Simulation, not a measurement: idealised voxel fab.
Process module under the name voxel wiring stack
Displayed cross-section: cut, width of 250 nm, square cells sized 5 nm.
Cross-section layout: square cells on a grid; listed as bands, top to bottom; a band spans one or more cell rows. Each band's line starts with the height of the band's top and of its bottom, in nm. Then come its materials from left to right, each with its width in nm. One material with "full width" fills the band from edge to edge. "blank" is empty space. Heads up on the height convention: 0 is the point under which the incoming wafer is all one material, and the lowest band has no bottom, it just keeps going down, like "0 and below". Think of "30->40" as a width that walks from the first number to the second as you go down the band, top row to bottom row, taking equal-sized steps from row to row. Basically "remains unaltered" means that step didn't change any cell in the cross-section. Basically, "Completely sealed voids" tells you about the enclosed voids: empty spaces with no open way to the top, 8 cells or bigger, each written width x height at distance, where distance is from the left edge, all in nm. On each step's line, the part that comes after the settings is the simulator's own comment on the step. overlay nm: how far to the right of its planned place the mask lay on this masked step (negative: to the left).
Here's what the planned process steps look like:
| 1 | RECEIVE, material Si |
| 2 | CONFORMAL_DEP, material SiO2, thk nm 10 |
| 3 | CONFORMAL_DEP, material SiN, thk nm 5 |
| 4 | DIRECTIONAL_DEP, material lowk, thk nm 15 |
| 5 | PATTERN, tone open, mask id METAL_1, material resist, width nm 20, pitch nm 35, thk nm 20, overlay nm 0 |
| 6 | DIRECTIONAL_ETCH, etch materials lowk, depth nm 15 |
| 7 | DIRECTIONAL_ETCH, etch materials SiN, depth nm 5 |
| 8 | STRIP, etch materials resist |
| 9 | CONFORMAL_DEP, material TiN, thk nm 5 |
| 10 | FILL_DEP, material Ru, thk nm 10 |
| 11 | CMP, height nm 30 |
| 12 | EPI, material Ru, thk nm 5 |
| 13 | FILL_DEP, material SiCN, thk nm 5 |
| 14 | DIRECTIONAL_DEP, material lowk, thk nm 10 |
| 15 | DIRECTIONAL_DEP, material aC, thk nm 15 |
| 16 | PATTERN, tone open, mask id PLUG_1, material resist, width nm 15, pitch nm 70, thk nm 30, overlay nm 0 |
| 17 | DIRECTIONAL_ETCH, etch materials aC, depth nm 15 |
| 18 | STRIP, etch materials resist |
| 19 | DIRECTIONAL_ETCH, etch materials lowk, depth nm 10 |
| 20 | DIRECTIONAL_ETCH, etch materials SiCN, depth nm 5 |
| 21 | STRIP, etch materials aC |
| 22 | EPI, material Ru, thk nm 10 |
| 23 | EPI, material Ru, thk nm 5 |
| 24 | DIRECTIONAL_DEP, material TiN, thk nm 5 |
| 25 | DIRECTIONAL_DEP, material W, thk nm 15 |
| 26 | MASKED_ETCH, tone cover, mask id METAL_2, width nm 20, pitch nm 35, etch materials W, depth nm 15, overlay nm 0 |
| 27 | MASKED_ETCH, tone cover, mask id METAL_2, width nm 20, pitch nm 35, etch materials TiN, depth nm 5, overlay nm 0 |
| 28 | CONFORMAL_DEP, material SiCN, thk nm 5 |
| 29 | FILL_DEP, material lowk, thk nm 10 |
| 30 | CMP, height nm 70 |
| 31 | CONFORMAL_DEP, material SiCN, thk nm 5 |
| 32 | DIRECTIONAL_DEP, material lowk, thk nm 15 |
| 33 | PATTERN, tone open, mask id PLUG_2, material resist, width nm 15, pitch nm 35, thk nm 20, overlay nm 0 |
| 34 | DIRECTIONAL_ETCH, etch materials lowk, depth nm 15 |
| 35 | DIRECTIONAL_ETCH, etch materials SiCN, depth nm 5 |
| 36 | STRIP, etch materials resist |
| 37 | CONFORMAL_DEP, material TiN, thk nm 5 |
| 38 | FILL_DEP, material Ru, thk nm 10 |
| 39 | CMP, height nm 90 |
| 40 | DIRECTIONAL_DEP, material TiN, thk nm 5 |
| 41 | DIRECTIONAL_DEP, material W, thk nm 25 |
| 42 | PATTERN, tone cover, mask id METAL_3, material resist, width nm 20, pitch nm 35, thk nm 20, overlay nm 0 |
| 43 | DIRECTIONAL_ETCH, etch materials W, depth nm 25 |
| 44 | DIRECTIONAL_ETCH, etch materials TiN, depth nm 5 |
| 45 | STRIP, etch materials resist |
| 46 | FILL_DEP, material SiO2, thk nm 10 |
| 47 | CMP, height nm 120 |
| 48 | CONFORMAL_DEP, material SiCN, thk nm 5 |
First out of two wafers; run went to plan:
The cross-section here shows the wafer as received, i.e. in its state after step 1:
* 0 and below  Si full width
* Completely sealed voids: none
State of the wafer after step 2, shown in cross-section:
* 10 down to 0  SiO2 full width
* Lower than 0, everything is as it was.
State of the wafer after step 3, shown in cross-section:
* 15 down to 10  SiN full width
* Lower than 10, everything is as it was.
State of the wafer after step 4, shown in cross-section:
* 30 down to 15  lowk full width
* Lower than 15, everything is as it was.
State of the wafer after step 5, shown in cross-section:
* 50 down to 30  60 nm resist  20 nm blank  15 nm resist  20 nm blank  15 nm resist  20 nm blank  15 nm resist  20 nm blank  65 nm resist
* Lower than 30, everything is as it was.
State of the wafer after step 6, shown in cross-section:
* 50 down to 30  60 nm resist  20 nm blank  15 nm resist  20 nm blank  15 nm resist  20 nm blank  15 nm resist  20 nm blank  65 nm resist
* 30 down to 15  60 nm lowk  20 nm blank  15 nm lowk  20 nm blank  15 nm lowk  20 nm blank  15 nm lowk  20 nm blank  65 nm lowk
* Lower than 15, everything is as it was.
State of the wafer after step 7, shown in cross-section:
* 50 down to 30  60 nm resist  20 nm blank  15 nm resist  20 nm blank  15 nm resist  20 nm blank  15 nm resist  20 nm blank  65 nm resist
* 30 down to 15  60 nm lowk  20 nm blank  15 nm lowk  20 nm blank  15 nm lowk  20 nm blank  15 nm lowk  20 nm blank  65 nm lowk
* 15 down to 10  60 nm SiN  20 nm blank  15 nm SiN  20 nm blank  15 nm SiN  20 nm blank  15 nm SiN  20 nm blank  65 nm SiN
* Lower than 10, everything is as it was.
State of the wafer after step 8, shown in cross-section:
* 30 down to 15  60 nm lowk  20 nm blank  15 nm lowk  20 nm blank  15 nm lowk  20 nm blank  15 nm lowk  20 nm blank  65 nm lowk
* Lower than 15, everything is as it was.
State of the wafer after step 9, shown in cross-section:
* 35 down to 30  65 nm TiN  10 nm blank  25 nm TiN  10 nm blank  25 nm TiN  10 nm blank  25 nm TiN  10 nm blank  70 nm TiN
* 30 down to 15  60 nm lowk  5 nm TiN  10 nm blank  5 nm TiN  15 nm lowk  5 nm TiN  10 nm blank  5 nm TiN  15 nm lowk  5 nm TiN  10 nm blank  5 nm TiN  15 nm lowk  5 nm TiN  10 nm blank  5 nm TiN  65 nm lowk
* 15 down to 10  60 nm SiN  20 nm TiN  15 nm SiN  20 nm TiN  15 nm SiN  20 nm TiN  15 nm SiN  20 nm TiN  65 nm SiN
* Lower than 10, everything is as it was.
State of the wafer after step 10, shown in cross-section:
* 45 down to 35  Ru full width
* 35 down to 30  65 nm TiN  10 nm Ru  25 nm TiN  10 nm Ru  25 nm TiN  10 nm Ru  25 nm TiN  10 nm Ru  70 nm TiN
* 30 down to 15  60 nm lowk  5 nm TiN  10 nm Ru  5 nm TiN  15 nm lowk  5 nm TiN  10 nm Ru  5 nm TiN  15 nm lowk  5 nm TiN  10 nm Ru  5 nm TiN  15 nm lowk  5 nm TiN  10 nm Ru  5 nm TiN  65 nm lowk
* Lower than 15, everything is as it was.
State of the wafer after step 11, shown in cross-section:
* 30 down to 15  60 nm lowk  5 nm TiN  10 nm Ru  5 nm TiN  15 nm lowk  5 nm TiN  10 nm Ru  5 nm TiN  15 nm lowk  5 nm TiN  10 nm Ru  5 nm TiN  15 nm lowk  5 nm TiN  10 nm Ru  5 nm TiN  65 nm lowk
* Lower than 15, everything is as it was.
State of the wafer after step 12, shown in cross-section:
* 35 down to 30  55 nm blank  30 nm Ru  5 nm blank  30 nm Ru  5 nm blank  30 nm Ru  5 nm blank  30 nm Ru  60 nm blank
* Lower than 30, everything is as it was.
State of the wafer after step 13, shown in cross-section:
* 40 down to 35  SiCN full width
* 35 down to 30  55 nm SiCN  30 nm Ru  5 nm SiCN  30 nm Ru  5 nm SiCN  30 nm Ru  5 nm SiCN  30 nm Ru  60 nm SiCN
* Lower than 30, everything is as it was.
State of the wafer after step 14, shown in cross-section:
* 50 down to 40  lowk full width
* Lower than 40, everything is as it was.
State of the wafer after step 15, shown in cross-section:
* 65 down to 50  aC full width
* Lower than 50, everything is as it was.
State of the wafer after step 16, shown in cross-section:
* 95 down to 65  60 nm resist  15 nm blank  55 nm resist  15 nm blank  105 nm resist
* Lower than 65, everything is as it was.
State of the wafer after step 17, shown in cross-section:
* 80 down to 65  60 nm resist  15 nm blank  55 nm resist  15 nm blank  105 nm resist
* 65 down to 50  60 nm aC  15 nm blank  55 nm aC  15 nm blank  105 nm aC
* Lower than 50, everything is as it was.
State of the wafer after step 18, shown in cross-section:
* 65 down to 50  60 nm aC  15 nm blank  55 nm aC  15 nm blank  105 nm aC
* Lower than 50, everything is as it was.
State of the wafer after step 19, shown in cross-section:
* 65 down to 50  60 nm aC  15 nm blank  55 nm aC  15 nm blank  105 nm aC
* 50 down to 40  60 nm lowk  15 nm blank  55 nm lowk  15 nm blank  105 nm lowk
* Lower than 40, everything is as it was.
State of the wafer after step 20, shown in cross-section:
* 65 down to 50  60 nm aC  15 nm blank  55 nm aC  15 nm blank  105 nm aC
* 50 down to 40  60 nm lowk  15 nm blank  55 nm lowk  15 nm blank  105 nm lowk
* 40 down to 35  60 nm SiCN  15 nm blank  55 nm SiCN  15 nm blank  105 nm SiCN
* Lower than 35, everything is as it was.
State of the wafer after step 21, shown in cross-section:
* 50 down to 40  60 nm lowk  15 nm blank  55 nm lowk  15 nm blank  105 nm lowk
* Lower than 40, everything is as it was.
State of the wafer after step 22, shown in cross-section:
* 50 down to 45  60 nm lowk  15 nm blank  55 nm lowk  15 nm blank  105 nm lowk
* 45 down to 40  60 nm lowk  15 nm Ru  55 nm lowk  15 nm Ru  105 nm lowk
* 40 down to 35  60 nm SiCN  15 nm Ru  55 nm SiCN  15 nm Ru  105 nm SiCN
* Lower than 35, everything is as it was.
State of the wafer after step 23, shown in cross-section:
* 50 down to 40  60 nm lowk  15 nm Ru  55 nm lowk  15 nm Ru  105 nm lowk
* Lower than 40, everything is as it was.
State of the wafer after step 24, shown in cross-section:
* 55 down to 50  TiN full width
* Lower than 50, everything is as it was.
State of the wafer after step 25, shown in cross-section:
* 70 down to 55  W full width
* Lower than 55, everything is as it was.
State of the wafer after step 26, shown in cross-section:
* 70 down to 55  60 nm blank  20 nm W  15 nm blank  20 nm W  15 nm blank  20 nm W  15 nm blank  20 nm W  65 nm blank
* Lower than 55, everything is as it was.
State of the wafer after step 27, shown in cross-section:
* 70 down to 55  60 nm blank  20 nm W  15 nm blank  20 nm W  15 nm blank  20 nm W  15 nm blank  20 nm W  65 nm blank
* 55 down to 50  60 nm blank  20 nm TiN  15 nm blank  20 nm TiN  15 nm blank  20 nm TiN  15 nm blank  20 nm TiN  65 nm blank
* Lower than 50, everything is as it was.
State of the wafer after step 28, shown in cross-section:
* 75 down to 70  55 nm blank  30 nm SiCN  5 nm blank  30 nm SiCN  5 nm blank  30 nm SiCN  5 nm blank  30 nm SiCN  60 nm blank
* 70 down to 55  55 nm blank  5 nm SiCN  20 nm W  5 nm SiCN  5 nm blank  5 nm SiCN  20 nm W  5 nm SiCN  5 nm blank  5 nm SiCN  20 nm W  5 nm SiCN  5 nm blank  5 nm SiCN  20 nm W  5 nm SiCN  60 nm blank
* 55 down to 50  60 nm SiCN  20 nm TiN  15 nm SiCN  20 nm TiN  15 nm SiCN  20 nm TiN  15 nm SiCN  20 nm TiN  65 nm SiCN
* Lower than 50, everything is as it was.
State of the wafer after step 29, shown in cross-section:
* 85 down to 75  lowk full width
* 75 down to 70  55 nm lowk  30 nm SiCN  5 nm lowk  30 nm SiCN  5 nm lowk  30 nm SiCN  5 nm lowk  30 nm SiCN  60 nm lowk
* 70 down to 55  55 nm lowk  5 nm SiCN  20 nm W  5 nm SiCN  5 nm lowk  5 nm SiCN  20 nm W  5 nm SiCN  5 nm lowk  5 nm SiCN  20 nm W  5 nm SiCN  5 nm lowk  5 nm SiCN  20 nm W  5 nm SiCN  60 nm lowk
* Lower than 55, everything is as it was.
State of the wafer after step 30, shown in cross-section:
* 70 down to 55  55 nm lowk  5 nm SiCN  20 nm W  5 nm SiCN  5 nm lowk  5 nm SiCN  20 nm W  5 nm SiCN  5 nm lowk  5 nm SiCN  20 nm W  5 nm SiCN  5 nm lowk  5 nm SiCN  20 nm W  5 nm SiCN  60 nm lowk
* Lower than 55, everything is as it was.
State of the wafer after step 31, shown in cross-section:
* 75 down to 70  SiCN full width
* Lower than 70, everything is as it was.
State of the wafer after step 32, shown in cross-section:
* 90 down to 75  lowk full width
* Lower than 75, everything is as it was.
State of the wafer after step 33, shown in cross-section:
* 110 down to 90  60 nm resist  15 nm blank  20 nm resist  15 nm blank  20 nm resist  15 nm blank  20 nm resist  15 nm blank  70 nm resist
* Lower than 90, everything is as it was.
State of the wafer after step 34, shown in cross-section:
* 110 down to 90  60 nm resist  15 nm blank  20 nm resist  15 nm blank  20 nm resist  15 nm blank  20 nm resist  15 nm blank  70 nm resist
* 90 down to 75  60 nm lowk  15 nm blank  20 nm lowk  15 nm blank  20 nm lowk  15 nm blank  20 nm lowk  15 nm blank  70 nm lowk
* Lower than 75, everything is as it was.
State of the wafer after step 35, shown in cross-section:
* 110 down to 90  60 nm resist  15 nm blank  20 nm resist  15 nm blank  20 nm resist  15 nm blank  20 nm resist  15 nm blank  70 nm resist
* 90 down to 75  60 nm lowk  15 nm blank  20 nm lowk  15 nm blank  20 nm lowk  15 nm blank  20 nm lowk  15 nm blank  70 nm lowk
* 75 down to 70  60 nm SiCN  15 nm blank  20 nm SiCN  15 nm blank  20 nm SiCN  15 nm blank  20 nm SiCN  15 nm blank  70 nm SiCN
* Lower than 70, everything is as it was.
State of the wafer after step 36, shown in cross-section:
* 90 down to 75  60 nm lowk  15 nm blank  20 nm lowk  15 nm blank  20 nm lowk  15 nm blank  20 nm lowk  15 nm blank  70 nm lowk
* Lower than 75, everything is as it was.
State of the wafer after step 37, shown in cross-section:
* 95 down to 90  65 nm TiN  5 nm blank  30 nm TiN  5 nm blank  30 nm TiN  5 nm blank  30 nm TiN  5 nm blank  75 nm TiN
* 90 down to 75  60 nm lowk  5 nm TiN  5 nm blank  5 nm TiN  20 nm lowk  5 nm TiN  5 nm blank  5 nm TiN  20 nm lowk  5 nm TiN  5 nm blank  5 nm TiN  20 nm lowk  5 nm TiN  5 nm blank  5 nm TiN  70 nm lowk
* 75 down to 70  60 nm SiCN  15 nm TiN  20 nm SiCN  15 nm TiN  20 nm SiCN  15 nm TiN  20 nm SiCN  15 nm TiN  70 nm SiCN
* Lower than 70, everything is as it was.
State of the wafer after step 38, shown in cross-section:
* 105 down to 95  Ru full width
* 95 down to 90  65 nm TiN  5 nm Ru  30 nm TiN  5 nm Ru  30 nm TiN  5 nm Ru  30 nm TiN  5 nm Ru  75 nm TiN
* 90 down to 75  60 nm lowk  5 nm TiN  5 nm Ru  5 nm TiN  20 nm lowk  5 nm TiN  5 nm Ru  5 nm TiN  20 nm lowk  5 nm TiN  5 nm Ru  5 nm TiN  20 nm lowk  5 nm TiN  5 nm Ru  5 nm TiN  70 nm lowk
* Lower than 75, everything is as it was.
State of the wafer after step 39, shown in cross-section:
* 90 down to 75  60 nm lowk  5 nm TiN  5 nm Ru  5 nm TiN  20 nm lowk  5 nm TiN  5 nm Ru  5 nm TiN  20 nm lowk  5 nm TiN  5 nm Ru  5 nm TiN  20 nm lowk  5 nm TiN  5 nm Ru  5 nm TiN  70 nm lowk
* Lower than 75, everything is as it was.
State of the wafer after step 40, shown in cross-section:
* 95 down to 90  TiN full width
* Lower than 90, everything is as it was.
State of the wafer after step 41, shown in cross-section:
* 120 down to 95  W full width
* Lower than 95, everything is as it was.
State of the wafer after step 42, shown in cross-section:
* 140 down to 120  60 nm blank  20 nm resist  15 nm blank  20 nm resist  15 nm blank  20 nm resist  15 nm blank  20 nm resist  65 nm blank
* Lower than 120, everything is as it was.
State of the wafer after step 43, shown in cross-section:
* 140 down to 120  60 nm blank  20 nm resist  15 nm blank  20 nm resist  15 nm blank  20 nm resist  15 nm blank  20 nm resist  65 nm blank
* 120 down to 95  60 nm blank  20 nm W  15 nm blank  20 nm W  15 nm blank  20 nm W  15 nm blank  20 nm W  65 nm blank
* Lower than 95, everything is as it was.
State of the wafer after step 44, shown in cross-section:
* 140 down to 120  60 nm blank  20 nm resist  15 nm blank  20 nm resist  15 nm blank  20 nm resist  15 nm blank  20 nm resist  65 nm blank
* 120 down to 95  60 nm blank  20 nm W  15 nm blank  20 nm W  15 nm blank  20 nm W  15 nm blank  20 nm W  65 nm blank
* 95 down to 90  60 nm blank  20 nm TiN  15 nm blank  20 nm TiN  15 nm blank  20 nm TiN  15 nm blank  20 nm TiN  65 nm blank
* Lower than 90, everything is as it was.
State of the wafer after step 45, shown in cross-section:
* 120 down to 95  60 nm blank  20 nm W  15 nm blank  20 nm W  15 nm blank  20 nm W  15 nm blank  20 nm W  65 nm blank
* Lower than 95, everything is as it was.
State of the wafer after step 46, shown in cross-section:
* 130 down to 120  SiO2 full width
* 120 down to 95  60 nm SiO2  20 nm W  15 nm SiO2  20 nm W  15 nm SiO2  20 nm W  15 nm SiO2  20 nm W  65 nm SiO2
* 95 down to 90  60 nm SiO2  20 nm TiN  15 nm SiO2  20 nm TiN  15 nm SiO2  20 nm TiN  15 nm SiO2  20 nm TiN  65 nm SiO2
* Lower than 90, everything is as it was.
State of the wafer after step 47, shown in cross-section:
* 120 down to 95  60 nm SiO2  20 nm W  15 nm SiO2  20 nm W  15 nm SiO2  20 nm W  15 nm SiO2  20 nm W  65 nm SiO2
* Lower than 95, everything is as it was.
State of the wafer after step 48, shown in cross-section:
* 125 down to 120  SiCN full width
* Lower than 120, everything is as it was.
For the second wafer, take the first wafer's start and plan, then add one mistake made in running it; everything through step 12, that step included, is shared with the first:
Cross-sectional view of the second wafer at the intended end time of process step 13:
* 50 down to 35  SiCN full width
* 35 down to 30  55 nm SiCN  30 nm Ru  5 nm SiCN  30 nm Ru  5 nm SiCN  30 nm Ru  5 nm SiCN  30 nm Ru  60 nm SiCN
* Lower than 30, everything is as it was.
Cross-sectional view of the second wafer at the intended end time of process step 14:
* 60 down to 50  lowk full width
* Lower than 50, everything is as it was.
Cross-sectional view of the second wafer at the intended end time of process step 15:
* 75 down to 60  aC full width
* Lower than 60, everything is as it was.
Cross-sectional view of the second wafer at the intended end time of process step 16:
* 105 down to 75  60 nm resist  15 nm blank  55 nm resist  15 nm blank  105 nm resist
* Lower than 75, everything is as it was.
Cross-sectional view of the second wafer at the intended end time of process step 17:
* 90 down to 75  60 nm resist  15 nm blank  55 nm resist  15 nm blank  105 nm resist
* 75 down to 60  60 nm aC  15 nm blank  55 nm aC  15 nm blank  105 nm aC
* Lower than 60, everything is as it was.
Cross-sectional view of the second wafer at the intended end time of process step 18:
* 75 down to 60  60 nm aC  15 nm blank  55 nm aC  15 nm blank  105 nm aC
* Lower than 60, everything is as it was.
Cross-sectional view of the second wafer at the intended end time of process step 19:
* 75 down to 60  60 nm aC  15 nm blank  55 nm aC  15 nm blank  105 nm aC
* 60 down to 50  60 nm lowk  15 nm blank  55 nm lowk  15 nm blank  105 nm lowk
* Lower than 50, everything is as it was.
Cross-sectional view of the second wafer at the intended end time of process step 20:
* 75 down to 60  60 nm aC  15 nm blank  55 nm aC  15 nm blank  105 nm aC
* 60 down to 50  60 nm lowk  15 nm blank  55 nm lowk  15 nm blank  105 nm lowk
* 50 down to 45  60 nm SiCN  15 nm blank  55 nm SiCN  15 nm blank  105 nm SiCN
* Lower than 45, everything is as it was.
Cross-sectional view of the second wafer at the intended end time of process step 21:
* 60 down to 50  60 nm lowk  15 nm blank  55 nm lowk  15 nm blank  105 nm lowk
* Lower than 50, everything is as it was.
Cross-sectional view of the second wafer at the intended end time of process step 22: remains unaltered
Cross-sectional view of the second wafer at the intended end time of process step 23: remains unaltered
Cross-sectional view of the second wafer at the intended end time of process step 24:
* 65 down to 60  60 nm TiN  15 nm blank  55 nm TiN  15 nm blank  105 nm TiN
* 60 down to 50  60 nm lowk  15 nm blank  55 nm lowk  15 nm blank  105 nm lowk
* 50 down to 45  60 nm SiCN  15 nm TiN  55 nm SiCN  15 nm TiN  105 nm SiCN
* Lower than 45, everything is as it was.
Cross-sectional view of the second wafer at the intended end time of process step 25:
* 80 down to 65  60 nm W  15 nm blank  55 nm W  15 nm blank  105 nm W
* 65 down to 60  60 nm TiN  15 nm W  55 nm TiN  15 nm W  105 nm TiN
* 60 down to 50  60 nm lowk  15 nm W  55 nm lowk  15 nm W  105 nm lowk
* Lower than 50, everything is as it was.
Cross-sectional view of the second wafer at the intended end time of process step 26:
* 80 down to 65  75 nm blank  5 nm W  15 nm blank  20 nm W  30 nm blank  5 nm W  15 nm blank  20 nm W  65 nm blank
* Lower than 65, everything is as it was.
Cross-sectional view of the second wafer at the intended end time of process step 27:
* 80 down to 65  75 nm blank  5 nm W  15 nm blank  20 nm W  30 nm blank  5 nm W  15 nm blank  20 nm W  65 nm blank
* 65 down to 60  60 nm blank  15 nm W  5 nm TiN  15 nm blank  20 nm TiN  15 nm blank  15 nm W  5 nm TiN  15 nm blank  20 nm TiN  65 nm blank
* Lower than 60, everything is as it was.
Cross-sectional view of the second wafer at the intended end time of process step 28:
* 85 down to 80  70 nm blank  15 nm SiCN  5 nm blank  30 nm SiCN  20 nm blank  15 nm SiCN  5 nm blank  30 nm SiCN  60 nm blank
* 80 down to 70  70 nm blank  5 nm SiCN  5 nm W  5 nm SiCN  5 nm blank  5 nm SiCN  20 nm W  5 nm SiCN  20 nm blank  5 nm SiCN  5 nm W  5 nm SiCN  5 nm blank  5 nm SiCN  20 nm W  5 nm SiCN  60 nm blank
* 70 down to 65  55 nm blank  20 nm SiCN  5 nm W  5 nm SiCN  5 nm blank  5 nm SiCN  20 nm W  5 nm SiCN  5 nm blank  20 nm SiCN  5 nm W  5 nm SiCN  5 nm blank  5 nm SiCN  20 nm W  5 nm SiCN  60 nm blank
* 65 down to 60  60 nm SiCN  15 nm W  5 nm TiN  15 nm SiCN  20 nm TiN  15 nm SiCN  15 nm W  5 nm TiN  15 nm SiCN  20 nm TiN  65 nm SiCN
* Lower than 60, everything is as it was.
Cross-sectional view of the second wafer at the intended end time of process step 29:
* 95 down to 85  lowk full width
* 85 down to 80  70 nm lowk  15 nm SiCN  5 nm lowk  30 nm SiCN  20 nm lowk  15 nm SiCN  5 nm lowk  30 nm SiCN  60 nm lowk
* 80 down to 70  70 nm lowk  5 nm SiCN  5 nm W  5 nm SiCN  5 nm lowk  5 nm SiCN  20 nm W  5 nm SiCN  20 nm lowk  5 nm SiCN  5 nm W  5 nm SiCN  5 nm lowk  5 nm SiCN  20 nm W  5 nm SiCN  60 nm lowk
* 70 down to 65  55 nm lowk  20 nm SiCN  5 nm W  5 nm SiCN  5 nm lowk  5 nm SiCN  20 nm W  5 nm SiCN  5 nm lowk  20 nm SiCN  5 nm W  5 nm SiCN  5 nm lowk  5 nm SiCN  20 nm W  5 nm SiCN  60 nm lowk
* Lower than 65, everything is as it was.
Cross-sectional view of the second wafer at the intended end time of process step 30:
* 70 down to 65  55 nm lowk  20 nm SiCN  5 nm W  5 nm SiCN  5 nm lowk  5 nm SiCN  20 nm W  5 nm SiCN  5 nm lowk  20 nm SiCN  5 nm W  5 nm SiCN  5 nm lowk  5 nm SiCN  20 nm W  5 nm SiCN  60 nm lowk
* Lower than 65, everything is as it was.
Cross-sectional view of the second wafer at the intended end time of process step 31:
* 75 down to 70  SiCN full width
* Lower than 70, everything is as it was.
Cross-sectional view of the second wafer at the intended end time of process step 32:
* 90 down to 75  lowk full width
* Lower than 75, everything is as it was.
Cross-sectional view of the second wafer at the intended end time of process step 33:
* 110 down to 90  60 nm resist  15 nm blank  20 nm resist  15 nm blank  20 nm resist  15 nm blank  20 nm resist  15 nm blank  70 nm resist
* Lower than 90, everything is as it was.
Cross-sectional view of the second wafer at the intended end time of process step 34:
* 110 down to 90  60 nm resist  15 nm blank  20 nm resist  15 nm blank  20 nm resist  15 nm blank  20 nm resist  15 nm blank  70 nm resist
* 90 down to 75  60 nm lowk  15 nm blank  20 nm lowk  15 nm blank  20 nm lowk  15 nm blank  20 nm lowk  15 nm blank  70 nm lowk
* Lower than 75, everything is as it was.
Cross-sectional view of the second wafer at the intended end time of process step 35:
* 110 down to 90  60 nm resist  15 nm blank  20 nm resist  15 nm blank  20 nm resist  15 nm blank  20 nm resist  15 nm blank  70 nm resist
* 90 down to 75  60 nm lowk  15 nm blank  20 nm lowk  15 nm blank  20 nm lowk  15 nm blank  20 nm lowk  15 nm blank  70 nm lowk
* 75 down to 70  60 nm SiCN  15 nm blank  20 nm SiCN  15 nm blank  20 nm SiCN  15 nm blank  20 nm SiCN  15 nm blank  70 nm SiCN
* Lower than 70, everything is as it was.
Cross-sectional view of the second wafer at the intended end time of process step 36:
* 90 down to 75  60 nm lowk  15 nm blank  20 nm lowk  15 nm blank  20 nm lowk  15 nm blank  20 nm lowk  15 nm blank  70 nm lowk
* Lower than 75, everything is as it was.
Cross-sectional view of the second wafer at the intended end time of process step 37:
* 95 down to 90  65 nm TiN  5 nm blank  30 nm TiN  5 nm blank  30 nm TiN  5 nm blank  30 nm TiN  5 nm blank  75 nm TiN
* 90 down to 75  60 nm lowk  5 nm TiN  5 nm blank  5 nm TiN  20 nm lowk  5 nm TiN  5 nm blank  5 nm TiN  20 nm lowk  5 nm TiN  5 nm blank  5 nm TiN  20 nm lowk  5 nm TiN  5 nm blank  5 nm TiN  70 nm lowk
* 75 down to 70  60 nm SiCN  15 nm TiN  20 nm SiCN  15 nm TiN  20 nm SiCN  15 nm TiN  20 nm SiCN  15 nm TiN  70 nm SiCN
* Lower than 70, everything is as it was.
Cross-sectional view of the second wafer at the intended end time of process step 38:
* 105 down to 95  Ru full width
* 95 down to 90  65 nm TiN  5 nm Ru  30 nm TiN  5 nm Ru  30 nm TiN  5 nm Ru  30 nm TiN  5 nm Ru  75 nm TiN
* 90 down to 75  60 nm lowk  5 nm TiN  5 nm Ru  5 nm TiN  20 nm lowk  5 nm TiN  5 nm Ru  5 nm TiN  20 nm lowk  5 nm TiN  5 nm Ru  5 nm TiN  20 nm lowk  5 nm TiN  5 nm Ru  5 nm TiN  70 nm lowk
* Lower than 75, everything is as it was.
Cross-sectional view of the second wafer at the intended end time of process step 39:
* 90 down to 75  60 nm lowk  5 nm TiN  5 nm Ru  5 nm TiN  20 nm lowk  5 nm TiN  5 nm Ru  5 nm TiN  20 nm lowk  5 nm TiN  5 nm Ru  5 nm TiN  20 nm lowk  5 nm TiN  5 nm Ru  5 nm TiN  70 nm lowk
* Lower than 75, everything is as it was.
Cross-sectional view of the second wafer at the intended end time of process step 40:
* 95 down to 90  TiN full width
* Lower than 90, everything is as it was.
Cross-sectional view of the second wafer at the intended end time of process step 41:
* 120 down to 95  W full width
* Lower than 95, everything is as it was.
Cross-sectional view of the second wafer at the intended end time of process step 42:
* 140 down to 120  60 nm blank  20 nm resist  15 nm blank  20 nm resist  15 nm blank  20 nm resist  15 nm blank  20 nm resist  65 nm blank
* Lower than 120, everything is as it was.
Cross-sectional view of the second wafer at the intended end time of process step 43:
* 140 down to 120  60 nm blank  20 nm resist  15 nm blank  20 nm resist  15 nm blank  20 nm resist  15 nm blank  20 nm resist  65 nm blank
* 120 down to 95  60 nm blank  20 nm W  15 nm blank  20 nm W  15 nm blank  20 nm W  15 nm blank  20 nm W  65 nm blank
* Lower than 95, everything is as it was.
Cross-sectional view of the second wafer at the intended end time of process step 44:
* 140 down to 120  60 nm blank  20 nm resist  15 nm blank  20 nm resist  15 nm blank  20 nm resist  15 nm blank  20 nm resist  65 nm blank
* 120 down to 95  60 nm blank  20 nm W  15 nm blank  20 nm W  15 nm blank  20 nm W  15 nm blank  20 nm W  65 nm blank
* 95 down to 90  60 nm blank  20 nm TiN  15 nm blank  20 nm TiN  15 nm blank  20 nm TiN  15 nm blank  20 nm TiN  65 nm blank
* Lower than 90, everything is as it was.
Cross-sectional view of the second wafer at the intended end time of process step 45:
* 120 down to 95  60 nm blank  20 nm W  15 nm blank  20 nm W  15 nm blank  20 nm W  15 nm blank  20 nm W  65 nm blank
* Lower than 95, everything is as it was.
Cross-sectional view of the second wafer at the intended end time of process step 46:
* 130 down to 120  SiO2 full width
* 120 down to 95  60 nm SiO2  20 nm W  15 nm SiO2  20 nm W  15 nm SiO2  20 nm W  15 nm SiO2  20 nm W  65 nm SiO2
* 95 down to 90  60 nm SiO2  20 nm TiN  15 nm SiO2  20 nm TiN  15 nm SiO2  20 nm TiN  15 nm SiO2  20 nm TiN  65 nm SiO2
* Lower than 90, everything is as it was.
Cross-sectional view of the second wafer at the intended end time of process step 47:
* 120 down to 95  60 nm SiO2  20 nm W  15 nm SiO2  20 nm W  15 nm SiO2  20 nm W  15 nm SiO2  20 nm W  65 nm SiO2
* Lower than 95, everything is as it was.
Cross-sectional view of the second wafer at the intended end time of process step 48:
* 125 down to 120  SiCN full width
* Lower than 120, everything is as it was.
Diagnosis: step 13 ran with different settings than intended, the actual operation and settings being FILL_DEP, material SiCN, thk nm 15
Heads up, by the end the second wafer has more or fewer cells of some materials compared to the first: Ru -18; SiCN +90; W -20; lowk -52
